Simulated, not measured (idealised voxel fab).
Module name: voxel gate over fins (process module)
The figure presents cross-section cut, which has a width of 190 nm and is divided into square cells with an edge length of 5 nm.
A cross-section is written here as square cells arranged in a grid, and it is given in bands from the top down, each band taking up one or more rows of cells.
Band entry format. Leading values: height of top, height of bottom, nm. Remainder: materials in left-to-right order, each with its width in nm. Special words: "throughout" on a single material, which then fills the band edge to edge; "empty", empty space.
Beneath 0, the wafer as received is one material, and that level is where height counting begins. The lowest band goes on downward without a bottom; it is written like "top 0, no bottom".
A width such as "30 to 40" changes by the same amount from each row of cells to the next, from the band's top row to its bottom row.
"no alterations made", as given for a step, is the statement that not any cell of the cross-section underwent a change during that step.
For the entry "Sealed void inventory", the listed items are empty spaces with no open way to the top whose size is 8 cells or more; each item follows the pattern width x height at distance, where distance is from the left edge and all three are in nm.
Post-settings text on a step line: simulator's own remark regarding the step.
"overlay nm", when on a step's line for a step with a mask, measures how far to the right of its planned place the mask lay; a negative measure means to the left.

## This section lists the process steps that were planned
- 1: RECEIVE: material Si
- 2: CONFORMAL_DEP: material SiN, thk nm 5
- 3: MASKED_ETCH: tone cover, mask id FINS, width nm 15, pitch nm 50, etch materials SiN, depth nm 5, overlay nm 0
- 4: MASKED_ETCH: tone cover, mask id FINS, width nm 15, pitch nm 50, etch materials Si, depth nm 30, overlay nm 0
- 5: FILL_DEP: material SiO2, thk nm 5
- 6: CMP: height nm 5
- 7: DIRECTIONAL_DEP: material aC, thk nm 15
- 8: PATTERN: tone open, mask id RAIL, material resist, width nm 15, thk nm 30, overlay nm 0
- 9: DIRECTIONAL_ETCH: etch materials aC, depth nm 15
- 10: STRIP: etch materials resist
- 11: DIRECTIONAL_ETCH: etch materials SiO2, depth nm 30
- 12: STRIP: etch materials aC
- 13: CONFORMAL_DEP: material TiN, thk nm 5
- 14: FILL_DEP: material W, thk nm 5
- 15: CMP: height nm 5
- 16: SELECTIVE_ETCH: etch materials W Ru TiN, depth nm 25
- 17: FILL_DEP: material SiO2, thk nm 5
- 18: CMP: height nm 5
- 19: SELECTIVE_ETCH: etch materials SiO2, depth nm 15
- 20: STRIP: etch materials SiN
- 21: CONFORMAL_DEP: material HfO2, thk nm 5
- 22: CONFORMAL_DEP: material TiN, thk nm 5
- 23: FILL_DEP: material W, thk nm 15
- 24: CMP: height nm 20
- 25: CONFORMAL_DEP: material SiCN, thk nm 5

## The first wafer of two, processed as planned

## Cross-section of the incoming wafer, state after step 1
top 0, no bottom = Si throughout
Sealed void inventory: none

## The wafer in cross-section once step 2 is complete
top 5, bottom 0 = SiN throughout
No changes below 0.

## The wafer in cross-section once step 3 is complete
top 5, bottom 0 = empty 35 nm, SiN 15 nm, empty 35 nm, SiN 15 nm, empty 35 nm, SiN 15 nm, empty 40 nm
No changes below 0.

## The wafer in cross-section once step 4 is complete
top 5, bottom 0 = empty 35 nm, SiN 15 nm, empty 35 nm, SiN 15 nm, empty 35 nm, SiN 15 nm, empty 40 nm
top 0, bottom -30 = empty 35 nm, Si 15 nm, empty 35 nm, Si 15 nm, empty 35 nm, Si 15 nm, empty 40 nm
No changes below -30.

## The wafer in cross-section once step 5 is complete
top 10, bottom 5 = SiO2 throughout
top 5, bottom 0 = SiO2 35 nm, SiN 15 nm, SiO2 35 nm, SiN 15 nm, SiO2 35 nm, SiN 15 nm, SiO2 40 nm
top 0, bottom -30 = SiO2 35 nm, Si 15 nm, SiO2 35 nm, Si 15 nm, SiO2 35 nm, Si 15 nm, SiO2 40 nm
No changes below -30.

## The wafer in cross-section once step 6 is complete
top 5, bottom 0 = SiO2 35 nm, SiN 15 nm, SiO2 35 nm, SiN 15 nm, SiO2 35 nm, SiN 15 nm, SiO2 40 nm
No changes below 0.

## The wafer in cross-section once step 7 is complete
top 20, bottom 5 = aC throughout
No changes below 5.

## The wafer in cross-section once step 8 is complete
top 50, bottom 20 = resist 60 nm, empty 15 nm, resist 115 nm
No changes below 20.

## The wafer in cross-section once step 9 is complete
top 35, bottom 20 = resist 60 nm, empty 15 nm, resist 115 nm
top 20, bottom 5 = aC 60 nm, empty 15 nm, aC 115 nm
No changes below 5.

## The wafer in cross-section once step 10 is complete
top 20, bottom 5 = aC 60 nm, empty 15 nm, aC 115 nm
No changes below 5.

## The wafer in cross-section once step 11 is complete
top 20, bottom 5 = aC 60 nm, empty 15 nm, aC 115 nm
top 5, bottom 0 = SiO2 35 nm, SiN 15 nm, SiO2 10 nm, empty 15 nm, SiO2 10 nm, SiN 15 nm, SiO2 35 nm, SiN 15 nm, SiO2 40 nm
top 0, bottom -25 = SiO2 35 nm, Si 15 nm, SiO2 10 nm, empty 15 nm, SiO2 10 nm, Si 15 nm, SiO2 35 nm, Si 15 nm, SiO2 40 nm
No changes below -25.

## The wafer in cross-section once step 12 is complete
top 5, bottom 0 = SiO2 35 nm, SiN 15 nm, SiO2 10 nm, empty 15 nm, SiO2 10 nm, SiN 15 nm, SiO2 35 nm, SiN 15 nm, SiO2 40 nm
No changes below 0.

## The wafer in cross-section once step 13 is complete
top 10, bottom 5 = TiN 65 nm, empty 5 nm, TiN 120 nm
top 5, bottom 0 = SiO2 35 nm, SiN 15 nm, SiO2 10 nm, TiN 5 nm, empty 5 nm, TiN 5 nm, SiO2 10 nm, SiN 15 nm, SiO2 35 nm, SiN 15 nm, SiO2 40 nm
top 0, bottom -20 = SiO2 35 nm, Si 15 nm, SiO2 10 nm, TiN 5 nm, empty 5 nm, TiN 5 nm, SiO2 10 nm, Si 15 nm, SiO2 35 nm, Si 15 nm, SiO2 40 nm
top -20, bottom -25 = SiO2 35 nm, Si 15 nm, SiO2 10 nm, TiN 15 nm, SiO2 10 nm, Si 15 nm, SiO2 35 nm, Si 15 nm, SiO2 40 nm
No changes below -25.

## The wafer in cross-section once step 14 is complete
top 15, bottom 10 = W throughout
top 10, bottom 5 = TiN 65 nm, W 5 nm, TiN 120 nm
top 5, bottom 0 = SiO2 35 nm, SiN 15 nm, SiO2 10 nm, TiN 5 nm, W 5 nm, TiN 5 nm, SiO2 10 nm, SiN 15 nm, SiO2 35 nm, SiN 15 nm, SiO2 40 nm
top 0, bottom -20 = SiO2 35 nm, Si 15 nm, SiO2 10 nm, TiN 5 nm, W 5 nm, TiN 5 nm, SiO2 10 nm, Si 15 nm, SiO2 35 nm, Si 15 nm, SiO2 40 nm
No changes below -20.

## The wafer in cross-section once step 15 is complete
top 5, bottom 0 = SiO2 35 nm, SiN 15 nm, SiO2 10 nm, TiN 5 nm, W 5 nm, TiN 5 nm, SiO2 10 nm, SiN 15 nm, SiO2 35 nm, SiN 15 nm, SiO2 40 nm
No changes below 0.

## The wafer in cross-section once step 16 is complete
top 5, bottom 0 = SiO2 35 nm, SiN 15 nm, SiO2 10 nm, empty 15 nm, SiO2 10 nm, SiN 15 nm, SiO2 35 nm, SiN 15 nm, SiO2 40 nm
top 0, bottom -20 = SiO2 35 nm, Si 15 nm, SiO2 10 nm, empty 15 nm, SiO2 10 nm, Si 15 nm, SiO2 35 nm, Si 15 nm, SiO2 40 nm
No changes below -20.

## The wafer in cross-section once step 17 is complete
top 10, bottom 5 = SiO2 throughout
top 5, bottom 0 = SiO2 35 nm, SiN 15 nm, SiO2 35 nm, SiN 15 nm, SiO2 35 nm, SiN 15 nm, SiO2 40 nm
top 0, bottom -20 = SiO2 35 nm, Si 15 nm, SiO2 35 nm, Si 15 nm, SiO2 35 nm, Si 15 nm, SiO2 40 nm
No changes below -20.

## The wafer in cross-section once step 18 is complete
top 5, bottom 0 = SiO2 35 nm, SiN 15 nm, SiO2 35 nm, SiN 15 nm, SiO2 35 nm, SiN 15 nm, SiO2 40 nm
No changes below 0.

## The wafer in cross-section once step 19 is complete
top 5, bottom 0 = empty 35 nm, SiN 15 nm, empty 35 nm, SiN 15 nm, empty 35 nm, SiN 15 nm, empty 40 nm
top 0, bottom -10 = empty 35 nm, Si 15 nm, empty 35 nm, Si 15 nm, empty 35 nm, Si 15 nm, empty 40 nm
No changes below -10.

## The wafer in cross-section once step 20 is complete
top 0, bottom -10 = empty 35 nm, Si 15 nm, empty 35 nm, Si 15 nm, empty 35 nm, Si 15 nm, empty 40 nm
No changes below -10.

## The wafer in cross-section once step 21 is complete
top 5, bottom 0 = empty 30 nm, HfO2 25 nm, empty 25 nm, HfO2 25 nm, empty 25 nm, HfO2 25 nm, empty 35 nm
top 0, bottom -5 = empty 30 nm, HfO2 5 nm, Si 15 nm, HfO2 5 nm, empty 25 nm, HfO2 5 nm, Si 15 nm, HfO2 5 nm, empty 25 nm, HfO2 5 nm, Si 15 nm, HfO2 5 nm, empty 35 nm
top -5, bottom -10 = HfO2 35 nm, Si 15 nm, HfO2 35 nm, Si 15 nm, HfO2 35 nm, Si 15 nm, HfO2 40 nm
No changes below -10.

## The wafer in cross-section once step 22 is complete
top 10, bottom 5 = empty 25 nm, TiN 35 nm, empty 15 nm, TiN 35 nm, empty 15 nm, TiN 35 nm, empty 30 nm
top 5, bottom 0 = empty 25 nm, TiN 5 nm, HfO2 25 nm, TiN 5 nm, empty 15 nm, TiN 5 nm, HfO2 25 nm, TiN 5 nm, empty 15 nm, TiN 5 nm, HfO2 25 nm, TiN 5 nm, empty 30 nm
top 0, bottom -5 = TiN 30 nm, HfO2 5 nm, Si 15 nm, HfO2 5 nm, TiN 25 nm, HfO2 5 nm, Si 15 nm, HfO2 5 nm, TiN 25 nm, HfO2 5 nm, Si 15 nm, HfO2 5 nm, TiN 35 nm
No changes below -5.

## The wafer in cross-section once step 23 is complete
top 25, bottom 10 = W throughout
top 10, bottom 5 = W 25 nm, TiN 35 nm, W 15 nm, TiN 35 nm, W 15 nm, TiN 35 nm, W 30 nm
top 5, bottom 0 = W 25 nm, TiN 5 nm, HfO2 25 nm, TiN 5 nm, W 15 nm, TiN 5 nm, HfO2 25 nm, TiN 5 nm, W 15 nm, TiN 5 nm, HfO2 25 nm, TiN 5 nm, W 30 nm
No changes below 0.

## The wafer in cross-section once step 24 is complete
top 20, bottom 10 = W throughout
No changes below 10.

## The wafer in cross-section once step 25 is complete
top 25, bottom 20 = SiCN throughout
No changes below 20.

## Second wafer - shared start and plan with the first - one error in running - same as the first up to step 7 inclusive

## Second wafer: cross-section at the scheduled end of step 8
top 50, bottom 20 = resist 60 nm, empty 20 nm, resist 110 nm
No changes below 20.

## Second wafer: cross-section at the scheduled end of step 9
top 35, bottom 20 = resist 60 nm, empty 20 nm, resist 110 nm
top 20, bottom 5 = aC 60 nm, empty 20 nm, aC 110 nm
No changes below 5.

## Second wafer: cross-section at the scheduled end of step 10
top 20, bottom 5 = aC 60 nm, empty 20 nm, aC 110 nm
No changes below 5.

## Second wafer: cross-section at the scheduled end of step 11
top 20, bottom 5 = aC 60 nm, empty 20 nm, aC 110 nm
top 5, bottom 0 = SiO2 35 nm, SiN 15 nm, SiO2 10 nm, empty 20 nm, SiO2 5 nm, SiN 15 nm, SiO2 35 nm, SiN 15 nm, SiO2 40 nm
top 0, bottom -25 = SiO2 35 nm, Si 15 nm, SiO2 10 nm, empty 20 nm, SiO2 5 nm, Si 15 nm, SiO2 35 nm, Si 15 nm, SiO2 40 nm
No changes below -25.

## Second wafer: cross-section at the scheduled end of step 12
top 5, bottom 0 = SiO2 35 nm, SiN 15 nm, SiO2 10 nm, empty 20 nm, SiO2 5 nm, SiN 15 nm, SiO2 35 nm, SiN 15 nm, SiO2 40 nm
No changes below 0.

## Second wafer: cross-section at the scheduled end of step 13
top 10, bottom 5 = TiN 65 nm, empty 10 nm, TiN 115 nm
top 5, bottom 0 = SiO2 35 nm, SiN 15 nm, SiO2 10 nm, TiN 5 nm, empty 10 nm, TiN 5 nm, SiO2 5 nm, SiN 15 nm, SiO2 35 nm, SiN 15 nm, SiO2 40 nm
top 0, bottom -20 = SiO2 35 nm, Si 15 nm, SiO2 10 nm, TiN 5 nm, empty 10 nm, TiN 5 nm, SiO2 5 nm, Si 15 nm, SiO2 35 nm, Si 15 nm, SiO2 40 nm
top -20, bottom -25 = SiO2 35 nm, Si 15 nm, SiO2 10 nm, TiN 20 nm, SiO2 5 nm, Si 15 nm, SiO2 35 nm, Si 15 nm, SiO2 40 nm
No changes below -25.

## Second wafer: cross-section at the scheduled end of step 14
top 15, bottom 10 = W throughout
top 10, bottom 5 = TiN 65 nm, W 10 nm, TiN 115 nm
top 5, bottom 0 = SiO2 35 nm, SiN 15 nm, SiO2 10 nm, TiN 5 nm, W 10 nm, TiN 5 nm, SiO2 5 nm, SiN 15 nm, SiO2 35 nm, SiN 15 nm, SiO2 40 nm
top 0, bottom -20 = SiO2 35 nm, Si 15 nm, SiO2 10 nm, TiN 5 nm, W 10 nm, TiN 5 nm, SiO2 5 nm, Si 15 nm, SiO2 35 nm, Si 15 nm, SiO2 40 nm
No changes below -20.

## Second wafer: cross-section at the scheduled end of step 15
top 5, bottom 0 = SiO2 35 nm, SiN 15 nm, SiO2 10 nm, TiN 5 nm, W 10 nm, TiN 5 nm, SiO2 5 nm, SiN 15 nm, SiO2 35 nm, SiN 15 nm, SiO2 40 nm
No changes below 0.

## Second wafer: cross-section at the scheduled end of step 16
top 5, bottom 0 = SiO2 35 nm, SiN 15 nm, SiO2 10 nm, empty 20 nm, SiO2 5 nm, SiN 15 nm, SiO2 35 nm, SiN 15 nm, SiO2 40 nm
top 0, bottom -20 = SiO2 35 nm, Si 15 nm, SiO2 10 nm, empty 20 nm, SiO2 5 nm, Si 15 nm, SiO2 35 nm, Si 15 nm, SiO2 40 nm
No changes below -20.

## Second wafer: cross-section at the scheduled end of step 17
top 10, bottom 5 = SiO2 throughout
top 5, bottom 0 = SiO2 35 nm, SiN 15 nm, SiO2 35 nm, SiN 15 nm, SiO2 35 nm, SiN 15 nm, SiO2 40 nm
top 0, bottom -20 = SiO2 35 nm, Si 15 nm, SiO2 35 nm, Si 15 nm, SiO2 35 nm, Si 15 nm, SiO2 40 nm
No changes below -20.

## Second wafer: cross-section at the scheduled end of step 18
top 5, bottom 0 = SiO2 35 nm, SiN 15 nm, SiO2 35 nm, SiN 15 nm, SiO2 35 nm, SiN 15 nm, SiO2 40 nm
No changes below 0.

## Second wafer: cross-section at the scheduled end of step 19
top 5, bottom 0 = empty 35 nm, SiN 15 nm, empty 35 nm, SiN 15 nm, empty 35 nm, SiN 15 nm, empty 40 nm
top 0, bottom -10 = empty 35 nm, Si 15 nm, empty 35 nm, Si 15 nm, empty 35 nm, Si 15 nm, empty 40 nm
No changes below -10.

## Second wafer: cross-section at the scheduled end of step 20
top 0, bottom -10 = empty 35 nm, Si 15 nm, empty 35 nm, Si 15 nm, empty 35 nm, Si 15 nm, empty 40 nm
No changes below -10.

## Second wafer: cross-section at the scheduled end of step 21
top 5, bottom 0 = empty 30 nm, HfO2 25 nm, empty 25 nm, HfO2 25 nm, empty 25 nm, HfO2 25 nm, empty 35 nm
top 0, bottom -5 = empty 30 nm, HfO2 5 nm, Si 15 nm, HfO2 5 nm, empty 25 nm, HfO2 5 nm, Si 15 nm, HfO2 5 nm, empty 25 nm, HfO2 5 nm, Si 15 nm, HfO2 5 nm, empty 35 nm
top -5, bottom -10 = HfO2 35 nm, Si 15 nm, HfO2 35 nm, Si 15 nm, HfO2 35 nm, Si 15 nm, HfO2 40 nm
No changes below -10.

## Second wafer: cross-section at the scheduled end of step 22
top 10, bottom 5 = empty 25 nm, TiN 35 nm, empty 15 nm, TiN 35 nm, empty 15 nm, TiN 35 nm, empty 30 nm
top 5, bottom 0 = empty 25 nm, TiN 5 nm, HfO2 25 nm, TiN 5 nm, empty 15 nm, TiN 5 nm, HfO2 25 nm, TiN 5 nm, empty 15 nm, TiN 5 nm, HfO2 25 nm, TiN 5 nm, empty 30 nm
top 0, bottom -5 = TiN 30 nm, HfO2 5 nm, Si 15 nm, HfO2 5 nm, TiN 25 nm, HfO2 5 nm, Si 15 nm, HfO2 5 nm, TiN 25 nm, HfO2 5 nm, Si 15 nm, HfO2 5 nm, TiN 35 nm
No changes below -5.

## Second wafer: cross-section at the scheduled end of step 23
top 25, bottom 10 = W throughout
top 10, bottom 5 = W 25 nm, TiN 35 nm, W 15 nm, TiN 35 nm, W 15 nm, TiN 35 nm, W 30 nm
top 5, bottom 0 = W 25 nm, TiN 5 nm, HfO2 25 nm, TiN 5 nm, W 15 nm, TiN 5 nm, HfO2 25 nm, TiN 5 nm, W 15 nm, TiN 5 nm, HfO2 25 nm, TiN 5 nm, W 30 nm
No changes below 0.

## Second wafer: cross-section at the scheduled end of step 24
top 20, bottom 10 = W throughout
No changes below 10.

## Second wafer: cross-section at the scheduled end of step 25
top 25, bottom 20 = SiCN throughout
No changes below 20.
So what did we get wrong on this run? step 8 did not use the planned setting and instead ran as PATTERN: tone open, mask id RAIL, material resist, width nm 20, thk nm 30, overlay nm 0
At the finish, the second wafer shows more or fewer cells for some materials than the first does: SiO2: 1 fewer; TiN: 1 more
